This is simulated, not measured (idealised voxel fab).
process module | voxel air gaps
cross-section cut | 255 nm wide | cells 5 nm
A cross-section is a grid of square cells, given in bands from the top down. A band is one or more rows of cells.
Each band's line starts with the height of the band's top and of its bottom, in nm. Then come its materials from left to right, each with its width in nm. One material with "throughout" fills the band from edge to edge. "air" is empty space.
Height 0 is the level under which the wafer as received is all one material. The lowest band goes on downwards, as in "0 down".
A width such as "30 to 40" changes by the same amount from each row of cells to the next, from the band's top row to its bottom row.
"no change" after a step means that no cell of the cross-section changed.
closed voids: empty space of 8 cells or more with no open way to the top, each as width x height at its distance from the left edge, in nm
after a step's settings: what the simulator itself notes on the step
overlay nm, on a step with a mask: how far to the right of its planned place the mask lay; to the left if negative
plan
1 op RECEIVE | material Si
2 op CONFORMAL_DEP | material SiO2 | thk nm 15
3 op CONFORMAL_DEP | material SiN | thk nm 5
4 op DIRECTIONAL_DEP | material SiO2 | thk nm 35
5 op MASKED_ETCH | tone open | mask id LINES | width nm 15 | pitch nm 45 | etch materials SiO2 | depth nm 35 | overlay nm 0
6 op CONFORMAL_DEP | material TiN | thk nm 5
7 op FILL_DEP | material W | thk nm 10
8 op CMP | height nm 55
9 op EPI | material Ru | thk nm 10
10 op SELECTIVE_ETCH | etch materials SiO2 | depth nm 45
11 op CONFORMAL_DEP | material SiN | thk nm 5
as received, after step 1
  0 down: Si throughout
  closed voids: none
a wafer at the end: this start, this plan, one mistake
  80 to 75: air 25 | SiN 200 | air 30
  75 to 55: air 25 | SiN 5 | Ru 190 | SiN 5 | air 30
  55 to 50: air 25 | SiN 25 | TiN 5 | W 5 | TiN 5 | SiO2 30 | TiN 5 | W 5 | TiN 5 | SiO2 30 | TiN 5 | W 5 | TiN 5 | SiO2 30 | TiN 5 | W 5 | TiN 5 | SiN 25 | air 30
  50 to 25: air 45 | SiN 5 | TiN 5 | W 5 | TiN 5 | SiO2 30 | TiN 5 | W 5 | TiN 5 | SiO2 30 | TiN 5 | W 5 | TiN 5 | SiO2 30 | TiN 5 | W 5 | TiN 5 | SiN 5 | air 50
  25 to 20: SiN 50 | TiN 15 | SiO2 30 | TiN 15 | SiO2 30 | TiN 15 | SiO2 30 | TiN 15 | SiN 55
  20 to 15: SiN throughout
  15 to 0: SiO2 throughout
  0 down: Si throughout
  closed voids: none
what went wrong: step 9 was run twice
